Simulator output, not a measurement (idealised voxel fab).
process module | voxel fin reveal
cross-section cut | 255 nm wide | cells 5 nm
A cross-section is a grid of square cells, given in bands from the top down. A band is one or more rows of cells.
Each band's line starts with the height of the band's top and of its bottom, in nm. Then come its materials from left to right, each with its width in nm. One material with "throughout" fills the band from edge to edge. "air" is empty space.
Height 0 is the level under which the wafer as received is all one material. The lowest band goes on downwards, as in "0 down".
A width such as "30 to 40" changes by the same amount from each row of cells to the next, from the band's top row to its bottom row.
"no change" after a step means that no cell of the cross-section changed.
closed voids: empty space of 8 cells or more with no open way to the top, each as width x height at its distance from the left edge, in nm
after a step's settings: what the simulator itself notes on the step
overlay nm, on a step with a mask: how far to the right of its planned place the mask lay; to the left if negative
plan
1 op RECEIVE | material Si
2 op CONFORMAL_DEP | material SiN | thk nm 5
3 op PATTERN | tone cover | mask id FINS | material resist | width nm 15 | pitch nm 45 | thk nm 15 | overlay nm 0
4 op DIRECTIONAL_ETCH | etch materials SiN | depth nm 5
5 op DIRECTIONAL_ETCH | etch materials Si | depth nm 30
6 op STRIP | etch materials resist
7 op FILL_DEP | material SiO2 | thk nm 5
8 op CMP | height nm 5
9 op SELECTIVE_ETCH | etch materials SiO2 | depth nm 15
10 op STRIP | etch materials SiN
as received, after step 1
  0 down: Si throughout
  closed voids: none
first wafer at the end, as planned
  0 to -10: air 50 | Si 15 | air 30 | Si 15 | air 30 | Si 15 | air 30 | Si 15 | air 55
  -10 to -30: SiO2 50 | Si 15 | SiO2 30 | Si 15 | SiO2 30 | Si 15 | SiO2 30 | Si 15 | SiO2 55
  -30 down: Si throughout
  closed voids: none
second wafer at the end: like start, like plan, one mistake
  5 to 0: air 50 | SiN 15 | air 30 | SiN 15 | air 30 | SiN 15 | air 30 | SiN 15 | air 55
  0 to -10: air 50 | Si 15 | air 30 | Si 15 | air 30 | Si 15 | air 30 | Si 15 | air 55
  -10 to -30: SiO2 50 | Si 15 | SiO2 30 | Si 15 | SiO2 30 | Si 15 | SiO2 30 | Si 15 | SiO2 55
  -30 down: Si throughout
  closed voids: none
what went wrong: step 10 was left out
at the end the second wafer has, in cells: 12 more of SiN
